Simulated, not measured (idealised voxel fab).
process module | voxel capacitor over wiring
cross-section cut | 275 nm wide | cells 5 nm
A cross-section is a grid of square cells, given in bands from the top down. A band is one or more rows of cells.
Each band's line starts with the height of the band's top and of its bottom, in nm. Then come its materials from left to right, each with its width in nm. One material with "throughout" fills the band from edge to edge. "air" is empty space.
Height 0 is the level under which the wafer as received is all one material. The lowest band goes on downwards, as in "0 down".
A width such as "30 to 40" changes by the same amount from each row of cells to the next, from the band's top row to its bottom row.
"no change" after a step means that no cell of the cross-section changed.
closed voids: empty space of 8 cells or more with no open way to the top, each as width x height at its distance from the left edge, in nm
after a step's settings: what the simulator itself notes on the step
overlay nm, on a step with a mask: how far to the right of its planned place the mask lay; to the left if negative
plan
1 op RECEIVE | material Si
2 op CONFORMAL_DEP | material SiO2 | thk nm 15
3 op CONFORMAL_DEP | material SiCN | thk nm 5
4 op DIRECTIONAL_DEP | material lowk | thk nm 25
5 op PATTERN | tone open | mask id METAL_1 | material resist | width nm 20 | pitch nm 80 | thk nm 15 | overlay nm 0
6 op DIRECTIONAL_ETCH | etch materials lowk | depth nm 25
7 op DIRECTIONAL_ETCH | etch materials SiCN | depth nm 5
8 op STRIP | etch materials resist
9 op CONFORMAL_DEP | material TiN | thk nm 5
10 op FILL_DEP | material W | thk nm 10
11 op CMP | height nm 45
12 op EPI | material Ru | thk nm 5
13 op FILL_DEP | material SiCN | thk nm 5
14 op DIRECTIONAL_DEP | material SiO2 | thk nm 10
15 op PATTERN | tone open | mask id PLUG_1 | material resist | width nm 15 | thk nm 15 | overlay nm 0
16 op DIRECTIONAL_ETCH | etch materials SiO2 | depth nm 10
17 op DIRECTIONAL_ETCH | etch materials SiCN | depth nm 5
18 op STRIP | etch materials resist
19 op CONFORMAL_DEP | material TiN | thk nm 5
20 op FILL_DEP | material W | thk nm 5
21 op CMP | height nm 65
22 op DIRECTIONAL_DEP | material TiN | thk nm 5
23 op DIRECTIONAL_DEP | material SiN | thk nm 5
24 op DIRECTIONAL_DEP | material TiN | thk nm 10
25 op DIRECTIONAL_DEP | material aC | thk nm 15
26 op PATTERN | tone cover | mask id UPPER_PLATE | material resist | width nm 65 | thk nm 30 | overlay nm 0
27 op DIRECTIONAL_ETCH | etch materials aC | depth nm 15
28 op STRIP | etch materials resist
29 op DIRECTIONAL_ETCH | etch materials TiN | depth nm 10
30 op DIRECTIONAL_ETCH | etch materials SiN | depth nm 5
31 op STRIP | etch materials aC
32 op PATTERN | tone cover | mask id LOWER_PLATE | material resist | width nm 75 | thk nm 15 | overlay nm 0
33 op DIRECTIONAL_ETCH | etch materials TiN | depth nm 5
34 op STRIP | etch materials resist
35 op FILL_DEP | material SiO2 | thk nm 15
36 op CMP | height nm 95
37 op MASKED_ETCH | tone open | mask id PLUG_2 | width nm 15 | etch materials SiO2 | depth nm 10 | overlay nm 0
38 op CONFORMAL_DEP | material TiN | thk nm 5
39 op FILL_DEP | material Ru | thk nm 5
40 op CMP | height nm 95
41 op CONFORMAL_DEP | material SiN | thk nm 5
as received, after step 1
  0 down: Si throughout
  closed voids: none
first wafer at the end, as planned
  100 to 95: SiN throughout
  95 to 90: SiO2 100 | TiN 5 | Ru 5 | TiN 5 | SiO2 160
  90 to 85: SiO2 100 | TiN 15 | SiO2 160
  85 to 75: SiO2 90 | TiN 65 | SiO2 120
  75 to 70: SiO2 90 | SiN 65 | SiO2 120
  70 to 65: SiO2 85 | TiN 75 | SiO2 115
  65 to 55: SiO2 90 | TiN 5 | W 5 | TiN 5 | SiO2 170
  55 to 50: SiCN 90 | TiN 15 | SiCN 170
  50 to 45: SiCN 80 | Ru 30 | SiCN 50 | Ru 30 | SiCN 85
  45 to 20: lowk 85 | TiN 5 | W 10 | TiN 5 | lowk 60 | TiN 5 | W 10 | TiN 5 | lowk 90
  20 to 15: SiCN 85 | TiN 20 | SiCN 60 | TiN 20 | SiCN 90
  15 to 0: SiO2 throughout
  0 down: Si throughout
  closed voids: none
second wafer at the end: like start, like plan, one mistake
  100 to 95: SiN throughout
  95 to 90: SiO2 100 | TiN 5 | Ru 5 | TiN 5 | SiO2 160
  90 to 85: SiO2 100 | TiN 15 | SiO2 160
  85 to 75: SiO2 90 | TiN 65 | SiO2 120
  75 to 70: SiO2 90 | SiN 65 | SiO2 120
  70 to 65: SiO2 85 | TiN 75 | SiO2 115
  65 to 60: SiCN 90 | TiN 15 | SiCN 170
  60 to 55: SiCN 80 | SiO2 30 | SiCN 50 | SiO2 30 | SiCN 85
  55 to 50: SiO2 throughout
  50 to 45: SiO2 80 | Ru 30 | SiO2 50 | Ru 30 | SiO2 85
  45 to 20: lowk 85 | TiN 5 | W 10 | TiN 5 | lowk 60 | TiN 5 | W 10 | TiN 5 | lowk 90
  20 to 15: SiCN 85 | TiN 20 | SiCN 60 | TiN 20 | SiCN 90
  15 to 0: SiO2 throughout
  0 down: Si throughout
  closed voids: none
what went wrong: steps 13 and 14 were swapped
at the end the second wafer has, in cells: 6 more of SiO2 | 4 fewer of TiN | 2 fewer of W
